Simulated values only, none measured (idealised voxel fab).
process module | voxel self aligned vias
cross-section cut | 235 nm wide | cells 5 nm
A cross-section is a grid of square cells, given in bands from the top down. A band is one or more rows of cells.
Each band's line starts with the height of the band's top and of its bottom, in nm. Then come its materials from left to right, each with its width in nm. One material with "throughout" fills the band from edge to edge. "air" is empty space.
Height 0 is the level under which the wafer as received is all one material. The lowest band goes on downwards, as in "0 down".
A width such as "30 to 40" changes by the same amount from each row of cells to the next, from the band's top row to its bottom row.
"no change" after a step means that no cell of the cross-section changed.
closed voids: empty space of 8 cells or more with no open way to the top, each as width x height at its distance from the left edge, in nm
after a step's settings: what the simulator itself notes on the step
overlay nm, on a step with a mask: how far to the right of its planned place the mask lay; to the left if negative
plan
1 op RECEIVE | material Si
2 op CONFORMAL_DEP | material SiO2 | thk nm 10
3 op CONFORMAL_DEP | material SiCN | thk nm 5
4 op DIRECTIONAL_DEP | material SiO2 | thk nm 20
5 op PATTERN | tone open | mask id LINES | material resist | width nm 30 | pitch nm 70 | thk nm 20 | overlay nm 0
6 op DIRECTIONAL_ETCH | etch materials SiO2 | depth nm 20
7 op STRIP | etch materials resist
8 op CONFORMAL_DEP | material TiN | thk nm 5
9 op FILL_DEP | material Ru | thk nm 5
10 op CMP | height nm 35
11 op SELECTIVE_ETCH | etch materials W Ru TiN | depth nm 10
12 op FILL_DEP | material SiN | thk nm 5
13 op CMP | height nm 35
14 op DIRECTIONAL_DEP | material SiO2 | thk nm 15
15 op DIRECTIONAL_DEP | material aC | thk nm 15
16 op PATTERN | tone open | mask id VIAS | material resist | width nm 50 | pitch nm 70 | thk nm 35 | overlay nm 0
17 op DIRECTIONAL_ETCH | etch materials aC | depth nm 15
18 op STRIP | etch materials resist
19 op DIRECTIONAL_ETCH | etch materials SiO2 | depth nm 15
20 op DIRECTIONAL_ETCH | etch materials SiN | depth nm 10
21 op STRIP | etch materials aC
22 op CONFORMAL_DEP | material TiN | thk nm 5
23 op FILL_DEP | material W | thk nm 5
24 op CMP | height nm 50
25 op CONFORMAL_DEP | material SiCN | thk nm 5
as received, after step 1
  0 down: Si throughout
  closed voids: none
first wafer at the end, as planned
  55 to 50: SiCN throughout
  50 to 40: SiO2 20 | TiN 5 | W 40 | TiN 5 | SiO2 20 | TiN 5 | W 40 | TiN 5 | SiO2 20 | TiN 5 | W 40 | TiN 5 | SiO2 25
  40 to 30: SiO2 20 to 30 | TiN 15 to 5 | W 20 | TiN 15 to 5 | SiO2 20 to 40 | TiN 15 to 5 | W 20 | TiN 15 to 5 | SiO2 20 to 40 | TiN 15 to 5 | W 20 | TiN 15 to 5 | SiO2 25 to 35
  30 to 25: SiO2 30 | TiN 30 | SiO2 40 | TiN 30 | SiO2 40 | TiN 30 | SiO2 35
  25 to 20: SiO2 30 | TiN 5 | Ru 20 | TiN 5 | SiO2 40 | TiN 5 | Ru 20 | TiN 5 | SiO2 40 | TiN 5 | Ru 20 | TiN 5 | SiO2 35
  20 to 15: SiO2 30 | TiN 30 | SiO2 40 | TiN 30 | SiO2 40 | TiN 30 | SiO2 35
  15 to 10: SiCN throughout
  10 to 0: SiO2 throughout
  0 down: Si throughout
  closed voids: none
second wafer at the end: like start, like plan, one mistake
  55 to 50: SiCN throughout
  50 to 40: SiO2 30 | TiN 5 | W 40 | TiN 5 | SiO2 20 | TiN 5 | W 40 | TiN 5 | SiO2 20 | TiN 5 | W 40 | TiN 5 | SiO2 15
  40 to 30: SiO2 30 | TiN 5 | W 20 | TiN 25 to 5 | SiO2 20 to 40 | TiN 5 | W 20 | TiN 25 to 5 | SiO2 20 to 40 | TiN 5 | W 20 | TiN 25 to 5 | SiO2 15 to 35
  30 to 25: SiO2 30 | TiN 30 | SiO2 40 | TiN 30 | SiO2 40 | TiN 30 | SiO2 35
  25 to 20: SiO2 30 | TiN 5 | Ru 20 | TiN 5 | SiO2 40 | TiN 5 | Ru 20 | TiN 5 | SiO2 40 | TiN 5 | Ru 20 | TiN 5 | SiO2 35
  20 to 15: SiO2 30 | TiN 30 | SiO2 40 | TiN 30 | SiO2 40 | TiN 30 | SiO2 35
  15 to 10: SiCN throughout
  10 to 0: SiO2 throughout
  0 down: Si throughout
  closed voids: none
what went wrong: step 16 ran as: op PATTERN | tone open | mask id VIAS | material resist | width nm 50 | pitch nm 70 | thk nm 35 | overlay nm 10
at the end the second wafer has, in cells: as many of each material as the first, in other places
